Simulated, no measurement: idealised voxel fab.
process module | voxel capacitor over wiring
cross-section cut | 235 nm wide | cells 5 nm
A cross-section is a grid of square cells, given in bands from the top down. A band is one or more rows of cells.
Each band's line starts with the height of the band's top and of its bottom, in nm. Then come its materials from left to right, each with its width in nm. One material with "throughout" fills the band from edge to edge. "air" is empty space.
Height 0 is the level under which the wafer as received is all one material. The lowest band goes on downwards, as in "0 down".
A width such as "30 to 40" changes by the same amount from each row of cells to the next, from the band's top row to its bottom row.
"no change" after a step means that no cell of the cross-section changed.
closed voids: empty space of 8 cells or more with no open way to the top, each as width x height at its distance from the left edge, in nm
after a step's settings: what the simulator itself notes on the step
overlay nm, on a step with a mask: how far to the right of its planned place the mask lay; to the left if negative
plan
1 op RECEIVE | material Si
2 op CONFORMAL_DEP | material SiO2 | thk nm 10
3 op DIRECTIONAL_DEP | material TiN | thk nm 5
4 op DIRECTIONAL_DEP | material Ru | thk nm 25
5 op MASKED_ETCH | tone cover | mask id METAL_1 | width nm 30 | pitch nm 95 | etch materials Ru | depth nm 25 | overlay nm 0
6 op MASKED_ETCH | tone cover | mask id METAL_1 | width nm 30 | pitch nm 95 | etch materials TiN | depth nm 5 | overlay nm 0
7 op CONFORMAL_DEP | material SiCN | thk nm 5
8 op FILL_DEP | material SiO2 | thk nm 5
9 op CMP | height nm 40
10 op CONFORMAL_DEP | material SiCN | thk nm 5
11 op DIRECTIONAL_DEP | material SiO2 | thk nm 20
12 op PATTERN | tone open | mask id PLUG_1 | material resist | width nm 15 | thk nm 20 | overlay nm 0
13 op DIRECTIONAL_ETCH | etch materials SiO2 | depth nm 20
14 op DIRECTIONAL_ETCH | etch materials SiCN | depth nm 5
15 op STRIP | etch materials resist
16 op CONFORMAL_DEP | material TiN | thk nm 5
17 op FILL_DEP | material W | thk nm 10
18 op CMP | height nm 65
19 op DIRECTIONAL_DEP | material TiN | thk nm 10
20 op DIRECTIONAL_DEP | material Al2O3 | thk nm 5
21 op DIRECTIONAL_DEP | material TiN | thk nm 10
22 op MASKED_ETCH | tone cover | mask id UPPER_PLATE | width nm 70 | etch materials TiN | depth nm 10 | overlay nm 0
23 op MASKED_ETCH | tone cover | mask id UPPER_PLATE | width nm 70 | etch materials Al2O3 | depth nm 5 | overlay nm 0
24 op MASKED_ETCH | tone cover | mask id LOWER_PLATE | width nm 80 | etch materials TiN | depth nm 10 | overlay nm 0
25 op FILL_DEP | material SiO2 | thk nm 20
26 op CMP | height nm 105
27 op DIRECTIONAL_DEP | material aC | thk nm 10
28 op PATTERN | tone open | mask id PLUG_2 | material resist | width nm 15 | thk nm 30 | overlay nm 0
29 op DIRECTIONAL_ETCH | etch materials aC | depth nm 10
30 op STRIP | etch materials resist
31 op DIRECTIONAL_ETCH | etch materials SiO2 | depth nm 15
32 op STRIP | etch materials aC
33 op CONFORMAL_DEP | material TiN | thk nm 5
34 op FILL_DEP | material Ru | thk nm 5
35 op CMP | height nm 105
36 op CONFORMAL_DEP | material SiCN | thk nm 5
first wafer, as planned
as received, after step 1
  0 down: Si throughout
  closed voids: none
after step 2
  10 to 0: SiO2 throughout
  below 0: unchanged
after step 3
  15 to 10: TiN throughout
  below 10: unchanged
after step 4
  40 to 15: Ru throughout
  below 15: unchanged
after step 5
  40 to 15: air 55 | Ru 30 | air 65 | Ru 30 | air 55
  below 15: unchanged
after step 6
  40 to 15: air 55 | Ru 30 | air 65 | Ru 30 | air 55
  15 to 10: air 55 | TiN 30 | air 65 | TiN 30 | air 55
  below 10: unchanged
after step 7
  45 to 40: air 50 | SiCN 40 | air 55 | SiCN 40 | air 50
  40 to 15: air 50 | SiCN 5 | Ru 30 | SiCN 5 | air 55 | SiCN 5 | Ru 30 | SiCN 5 | air 50
  15 to 10: SiCN 55 | TiN 30 | SiCN 65 | TiN 30 | SiCN 55
  below 10: unchanged
after step 8
  50 to 45: SiO2 throughout
  45 to 40: SiO2 50 | SiCN 40 | SiO2 55 | SiCN 40 | SiO2 50
  40 to 15: SiO2 50 | SiCN 5 | Ru 30 | SiCN 5 | SiO2 55 | SiCN 5 | Ru 30 | SiCN 5 | SiO2 50
  below 15: unchanged
after step 9
  40 to 15: SiO2 50 | SiCN 5 | Ru 30 | SiCN 5 | SiO2 55 | SiCN 5 | Ru 30 | SiCN 5 | SiO2 50
  below 15: unchanged
after step 10
  45 to 40: SiCN throughout
  below 40: unchanged
after step 11
  65 to 45: SiO2 throughout
  below 45: unchanged
after step 12
  85 to 65: resist 70 | air 15 | resist 150
  below 65: unchanged
after step 13
  85 to 65: resist 70 | air 15 | resist 150
  65 to 45: SiO2 70 | air 15 | SiO2 150
  below 45: unchanged
after step 14
  85 to 65: resist 70 | air 15 | resist 150
  65 to 45: SiO2 70 | air 15 | SiO2 150
  45 to 40: SiCN 70 | air 15 | SiCN 150
  below 40: unchanged
after step 15
  65 to 45: SiO2 70 | air 15 | SiO2 150
  below 45: unchanged
after step 16
  70 to 65: TiN 75 | air 5 | TiN 155
  65 to 45: SiO2 70 | TiN 5 | air 5 | TiN 5 | SiO2 150
  45 to 40: SiCN 70 | TiN 15 | SiCN 150
  below 40: unchanged
after step 17
  80 to 70: W throughout
  70 to 65: TiN 75 | W 5 | TiN 155
  65 to 45: SiO2 70 | TiN 5 | W 5 | TiN 5 | SiO2 150
  below 45: unchanged
after step 18
  65 to 45: SiO2 70 | TiN 5 | W 5 | TiN 5 | SiO2 150
  below 45: unchanged
after step 19
  75 to 65: TiN throughout
  below 65: unchanged
after step 20
  80 to 75: Al2O3 throughout
  below 75: unchanged
after step 21
  90 to 80: TiN throughout
  below 80: unchanged
after step 22
  90 to 80: air 70 | TiN 70 | air 95
  below 80: unchanged
after step 23
  90 to 80: air 70 | TiN 70 | air 95
  80 to 75: air 70 | Al2O3 70 | air 95
  below 75: unchanged
after step 24
  90 to 80: air 70 | TiN 70 | air 95
  80 to 75: air 70 | Al2O3 70 | air 95
  75 to 65: air 65 | TiN 80 | air 90
  below 65: unchanged
after step 25
  110 to 90: SiO2 throughout
  90 to 80: SiO2 70 | TiN 70 | SiO2 95
  80 to 75: SiO2 70 | Al2O3 70 | SiO2 95
  75 to 65: SiO2 65 | TiN 80 | SiO2 90
  below 65: unchanged
after step 26
  105 to 90: SiO2 throughout
  below 90: unchanged
after step 27
  115 to 105: aC throughout
  below 105: unchanged
after step 28
  145 to 115: resist 80 | air 15 | resist 140
  below 115: unchanged
after step 29
  135 to 115: resist 80 | air 15 | resist 140
  115 to 105: aC 80 | air 15 | aC 140
  below 105: unchanged
after step 30
  115 to 105: aC 80 | air 15 | aC 140
  below 105: unchanged
after step 31
  115 to 105: aC 80 | air 15 | aC 140
  105 to 90: SiO2 80 | air 15 | SiO2 140
  below 90: unchanged
after step 32
  105 to 90: SiO2 80 | air 15 | SiO2 140
  below 90: unchanged
after step 33
  110 to 105: TiN 85 | air 5 | TiN 145
  105 to 95: SiO2 80 | TiN 5 | air 5 | TiN 5 | SiO2 140
  95 to 90: SiO2 80 | TiN 15 | SiO2 140
  below 90: unchanged
after step 34
  115 to 110: Ru throughout
  110 to 105: TiN 85 | Ru 5 | TiN 145
  105 to 95: SiO2 80 | TiN 5 | Ru 5 | TiN 5 | SiO2 140
  below 95: unchanged
after step 35
  105 to 95: SiO2 80 | TiN 5 | Ru 5 | TiN 5 | SiO2 140
  below 95: unchanged
after step 36
  110 to 105: SiCN throughout
  below 105: unchanged
second wafer: like start, like plan, one mistake. Through step 31 it matches the first wafer
when step 32 should have ended
  105 to 90: SiO2 80 | air 15 | SiO2 140
  below 90: unchanged
when step 33 should have ended
  110 to 105: TiN 85 | air 5 | TiN 145
  105 to 95: SiO2 80 | TiN 5 | air 5 | TiN 5 | SiO2 140
  95 to 90: SiO2 80 | TiN 15 | SiO2 140
  below 90: unchanged
when step 34 should have ended
  115 to 110: Ru throughout
  110 to 105: TiN 85 | Ru 5 | TiN 145
  105 to 95: SiO2 80 | TiN 5 | Ru 5 | TiN 5 | SiO2 140
  below 95: unchanged
when step 35 should have ended
  105 to 95: SiO2 80 | TiN 5 | Ru 5 | TiN 5 | SiO2 140
  below 95: unchanged
when step 36 should have ended
  110 to 105: SiCN throughout
  below 105: unchanged
what went wrong: step 32 was run twice
at the end the two cross-sections are the same: no effect in what this model computes
